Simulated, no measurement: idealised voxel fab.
The name of this process module is voxel ribs on slabs.
In the cross-section labelled cut, the width is 170 nm and each square cell is 5 nm.
This document writes a cross-section as a grid whose cells are square, and gives it as bands, listed from the top down; one or more rows of cells form a band.
In this notation a band is specified by the heights of its top and bottom, in that order and in nm, after which its materials appear from left to right, each paired with its width in nm. The word "full width" attached to a single material means that material fills the band from edge to edge; the word "blank" stands for empty space.
Height is counted from the level 0, under which the received wafer is composed throughout of one material. The lowest of the bands is not closed at the bottom but continues downward, in the notation "from 0 down".
A width given as "30..40" starts at the first number in the band's top row and ends at the second number in its bottom row, shifting by an equal amount at every step from row to row.
Step note "nothing altered" = no cross-section cell changed.
"Sealed voids" contains a list of empty spaces, each no smaller than 8 cells and without an open way to the top, written in the form width x height at distance with the distance from the left edge and all three in nm.
The remark found on a step's line after its settings is issued by the simulator itself and pertains to that step.
"overlay nm", when on a step's line for a step with a mask, measures how far to the right of its planned place the mask lay; a negative measure means to the left.

Process steps foreseen in the plan:
1) op RECEIVE | material Si
2) op DIRECTIONAL_DEP | material SiO2 | thk nm 30
3) op DIRECTIONAL_DEP | material polySi | thk nm 25
4) op DIRECTIONAL_DEP | material aC | thk nm 10
5) op PATTERN | tone cover | mask id RIB | material resist | width nm 25 | thk nm 30 | overlay nm -15
6) op DIRECTIONAL_ETCH | etch materials aC | depth nm 10
7) op STRIP | etch materials resist
8) op DIRECTIONAL_ETCH | etch materials polySi | depth nm 10
9) op STRIP | etch materials aC
10) op MASKED_ETCH | tone cover | mask id SLAB | width nm 55 | etch materials polySi | depth nm 15 | overlay nm 0
11) op FILL_DEP | material SiO2 | thk nm 25
12) op CMP | height nm 75
13) op DIRECTIONAL_DEP | material W | thk nm 10
14) op DIRECTIONAL_DEP | material aC | thk nm 15
15) op PATTERN | tone cover | mask id HEATER | material resist | width nm 35 | thk nm 30 | overlay nm 0
16) op DIRECTIONAL_ETCH | etch materials aC | depth nm 15
17) op STRIP | etch materials resist
18) op DIRECTIONAL_ETCH | etch materials W | depth nm 10
19) op STRIP | etch materials aC
20) op CONFORMAL_DEP | material SiO2 | thk nm 5
Wafers differ in overlay nm at step 5; plan lists the first wafer's value; identical starting state.

This is how the first of several wafers looked in cross-section when it arrived, which is after step 1:
* from 0 down: Si full width
* Sealed voids: none

Gained (+) or lost (-) cells of each material since receipt, then closed voids: one row per wafer, at the end of the module:
overlay nm -15 | +505 SiO2 | +14 W | +43 polySi | Sealed voids: none
overlay nm -10 | +505 SiO2 | +14 W | +43 polySi | Sealed voids: none
overlay nm -5 | +505 SiO2 | +14 W | +43 polySi | Sealed voids: none
overlay nm 0 | +505 SiO2 | +14 W | +43 polySi | Sealed voids: none
overlay nm 5 | +505 SiO2 | +14 W | +43 polySi | Sealed voids: none
overlay nm 10 | +505 SiO2 | +14 W | +43 polySi | Sealed voids: none
overlay nm 15 | +505 SiO2 | +14 W | +43 polySi | Sealed voids: none
